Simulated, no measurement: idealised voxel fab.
Herein follows the process module entitled voxel double patterning.
Cross-sectional view cut (width: 290 nm; square cell size: 5 nm).
Heads up, the way a cross-section reads in here is a grid of square cells, handed over as bands from the top down, with every band being one or more rows of cells.
Within each band entry, the heights of the top and of the bottom of the band appear first, in that order and in nm; the materials of the band then follow from left to right, each with its corresponding width in nm. The designation "edge to edge" on a single material indicates that it fills the band from edge to edge; the designation "empty" indicates empty space.
All heights in this document are referenced to 0, defined as the level beneath which the wafer, as received, consists entirely of one material. The lowest band is not bounded below; it extends indefinitely downward and is written in the form "0 -> down".
Graded width ("30..40"): value in top row of band = first number; value in bottom row = second number; row-to-row change constant.
Step marked "remained unchanged"? Then no cell in the cross-section changed in it.
If an empty space has no open way to the top and is at least 8 cells in size, "Sealed internal voids" lists it, written width x height at distance, where distance is measured from the left edge and every value is in nm.
Formally, on a step line, whatever follows the settings is a remark that the simulator itself makes on the step.
Each step line may optionally specify "overlay nm", which for a step with a mask gives the rightward distance between the mask's planned place and where it lay, a negative value indicating the leftward direction.
PROCESS STEPS - PLAN
1 RECEIVE with material Si
2 CONFORMAL_DEP with material SiO2, thk nm 5
3 DIRECTIONAL_DEP with material polySi, thk nm 10
4 DIRECTIONAL_DEP with material SiCN, thk nm 5
5 PATTERN with tone open, mask id FIRST, material resist, width nm 15, pitch nm 50, thk nm 20, overlay nm 0
6 DIRECTIONAL_ETCH with etch materials SiCN, depth nm 5
7 STRIP with etch materials resist
8 PATTERN with tone open, mask id SECOND, material resist, width nm 15, thk nm 15, overlay nm 0
9 DIRECTIONAL_ETCH with etch materials SiCN, depth nm 5
10 STRIP with etch materials resist
11 DIRECTIONAL_ETCH with etch materials polySi, depth nm 10
12 STRIP with etch materials SiCN
RECEIVED-STATE CROSS-SECTION, REFLECTING COMPLETION OF STEP 1
  0 -> down = Si edge to edge
  Sealed internal voids: none
THE FOLLOWING CROSS-SECTION DEPICTS THE WAFER UPON CONCLUSION OF THE MODULE. PROCESSING COMMENCED FROM THE STARTING CONDITION ILLUSTRATED ABOVE AND ADHERED TO THE PLAN ILLUSTRATED ABOVE, SAVE FOR ONE MISTAKE IN EXECUTION
  20 -> 15 = 110 nm SiCN, 15 nm empty, 10 nm SiCN, 15 nm empty, 10 nm SiCN, 15 nm empty, 115 nm SiCN
  15 -> 5 = 110 nm polySi, 15 nm empty, 10 nm polySi, 15 nm empty, 10 nm polySi, 15 nm empty, 115 nm polySi
  5 -> 0 = SiO2 edge to edge
  0 -> down = Si edge to edge
  Sealed internal voids: none
Misprocessing identified: step 12 was left out
